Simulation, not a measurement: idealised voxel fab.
The document below concerns the process module designated voxel double patterning.
Cross-section cut: width 265 nm, square cells of 5 nm.
Format of a cross-section: grid, square cells. Given as bands. Order: top down. Band: one or more rows of cells. Band: top and bottom heights (nm) first, top before bottom; then materials from left to right, widths in nm. "edge to edge" marks a sole material filling the band edge to edge. "blank" denotes empty space. It should be noted that heights are counted from 0, beneath which the wafer as supplied is of one material throughout, and that the lowest band possesses no lower boundary but continues downward, as written in "0 -> down". When a width is written as two numbers, as in "30 to 40", the first number is the width in the top row of cells of the band and the second is the width in its bottom row, and the width changes by the same amount from each row to the next. The designation "no change occurred", where it is given for a processing step, indicates that no cell of the cross-section was altered in the course of that step. The entry "Sealed void listing" lists the empty spaces that cover at least 8 cells and have no open path to the top. Each is written as width x height at distance, where the distance is measured from the left edge and all three values are in nm. On a step's line, text after the settings is the simulator commenting on that step. overlay nm: mask offset rightward from planned place, masked step; negative means leftward offset.

## The process steps that were planned are listed below
- 1: RECEIVE: material Si
- 2: CONFORMAL_DEP: material SiO2, thk nm 10
- 3: DIRECTIONAL_DEP: material polySi, thk nm 20
- 4: DIRECTIONAL_DEP: material SiCN, thk nm 5
- 5: DIRECTIONAL_DEP: material aC, thk nm 15
- 6: PATTERN: tone open, mask id FIRST, material resist, width nm 15, pitch nm 50, thk nm 35, overlay nm 0
- 7: DIRECTIONAL_ETCH: etch materials aC, depth nm 15
- 8: STRIP: etch materials resist
- 9: DIRECTIONAL_ETCH: etch materials SiCN, depth nm 5
- 10: STRIP: etch materials aC
- 11: PATTERN: tone open, mask id SECOND, material resist, width nm 15, thk nm 20, overlay nm 0
- 12: DIRECTIONAL_ETCH: etch materials SiCN, depth nm 5
- 13: STRIP: etch materials resist
- 14: DIRECTIONAL_ETCH: etch materials polySi, depth nm 20
- 15: STRIP: etch materials SiCN
varied across the wafers: width nm of step 6. The plan shows the first wafer's value. All wafers start alike

## Incoming state of the first of several wafers in cross-section: after step 1
0 -> down | Si edge to edge
Sealed void listing: none

## After the module's final step, step 15: the first of several wafers in cross-section
30 -> 10 | 100 nm polySi, then 15 nm blank, then 10 nm polySi, then 15 nm blank, then 10 nm polySi, then 15 nm blank, then 100 nm polySi
10 -> 0 | SiO2 edge to edge
0 -> down | Si edge to edge
Sealed void listing: none

## A cross-section through the last wafer at the close of the module
30 -> 10 | 95 nm polySi, then 45 nm blank, then 5 nm polySi, then 30 nm blank, then 90 nm polySi
10 -> 0 | SiO2 edge to edge
0 -> down | Si edge to edge
Sealed void listing: none

## Rows = wafers. At module end, each row lists per material the cells gained (+) or lost (-) since the wafer was received, then the closed voids
width nm 15, +106 SiO2, +176 polySi, Sealed void listing: none
width nm 20, +106 SiO2, +168 polySi, Sealed void listing: none
width nm 25, +106 SiO2, +160 polySi, Sealed void listing: none
width nm 30, +106 SiO2, +152 polySi, Sealed void listing: none
